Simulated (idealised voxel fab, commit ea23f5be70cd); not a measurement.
Herein follows the process module entitled voxel fin reveal.
Cross-sectional view cut (width: 180 nm; square cell size: 5 nm).
Cross-section layout: square cells on a grid; listed as bands, top to bottom; a band spans one or more cell rows.
Top height, bottom height, nm. Materials left to right, width each, nm. Single material + "everywhere" = fills band edge to edge. "empty" = empty.
Height 0 is the level under which the wafer as received is all one material. The lowest band goes on downwards, as in "0 and below".
A width given as "30->40" starts at the first number in the band's top row and ends at the second number in its bottom row, shifting by an equal amount at every step from row to row.
No cell of the cross-section changed in a step that is given as "remained the same".
Each empty space that has no open way to the top and spans at least 8 cells appears under "Enclosed void catalog" as width x height at distance, the distance counted from the left edge, all in nm.
Text after the settings on a step's line: the simulator's own remark on that step.
Regarding "overlay nm": on a step with a mask, it is the distance the mask lay to the right of its planned place; a negative value places it to the left.
Here's what the planned process steps look like:
- 1: RECEIVE [material Si]
- 2: CONFORMAL_DEP [material SiN] [thk nm 10]
- 3: MASKED_ETCH [tone cover] [mask id FINS] [width nm 15] [pitch nm 40] [etch materials SiN] [depth nm 10] [overlay nm 0]
- 4: MASKED_ETCH [tone cover] [mask id FINS] [width nm 15] [pitch nm 40] [etch materials Si] [depth nm 35] [overlay nm 0]
- 5: OXIDIZE [depth nm 5]
- 6: FILL_DEP [material SiO2] [thk nm 5]
- 7: CMP [height nm 10]
- 8: SELECTIVE_ETCH [etch materials SiO2] [depth nm 25]
- 9: STRIP [etch materials SiN]
- 10: CONFORMAL_DEP [material HfO2] [thk nm 5]
Incoming wafer in cross-section (state: after step 1):
- 0 and below | Si everywhere
- Enclosed void catalog: none
Cross-section: first of two wafers, module finished, run according to plan:
- 5 down to 0 | empty 60 | HfO2 15 | empty 25 | HfO2 15 | empty 65
- 0 down to -10 | empty 60 | HfO2 5 | Si 5 | HfO2 5 | empty 25 | HfO2 5 | Si 5 | HfO2 5 | empty 65
- -10 down to -15 | HfO2 65 | Si 5 | HfO2 35 | Si 5 | HfO2 70
- -15 down to -40 | SiO2 65 | Si 5 | SiO2 35 | Si 5 | SiO2 70
- -40 and below | Si everywhere
- Enclosed void catalog: none
Here is the second of the two wafers cut open at the end of the module - same start, same plan as the first one, but we made one mistake running it:
- 5 down to 0 | empty 60 | HfO2 15 | empty 25 | HfO2 15 | empty 65
- 0 down to -10 | empty 60 | HfO2 5 | Si 5 | HfO2 5 | empty 25 | HfO2 5 | Si 5 | HfO2 5 | empty 65
- -10 down to -15 | HfO2 40 | empty 20 | HfO2 5 | Si 5 | HfO2 5 | empty 25 | HfO2 5 | Si 5 | HfO2 5 | empty 20 | HfO2 45
- -15 down to -20 | SiO2 35 | HfO2 5 | empty 20 | HfO2 5 | Si 5 | HfO2 5 | empty 25 | HfO2 5 | Si 5 | HfO2 5 | empty 20 | HfO2 5 | SiO2 40
- -20 down to -25 | SiO2 35 | HfO2 30 | Si 5 | HfO2 35 | Si 5 | HfO2 30 | SiO2 40
- -25 down to -40 | SiO2 65 | Si 5 | SiO2 35 | Si 5 | SiO2 70
- -40 and below | Si everywhere
- Enclosed void catalog: none
Diagnosis: sequence error: steps 8 and 9 interchanged
Per the end-of-run cell counts, the second wafer holds more or fewer of some materials than the first: +12 HfO2, -38 SiO2
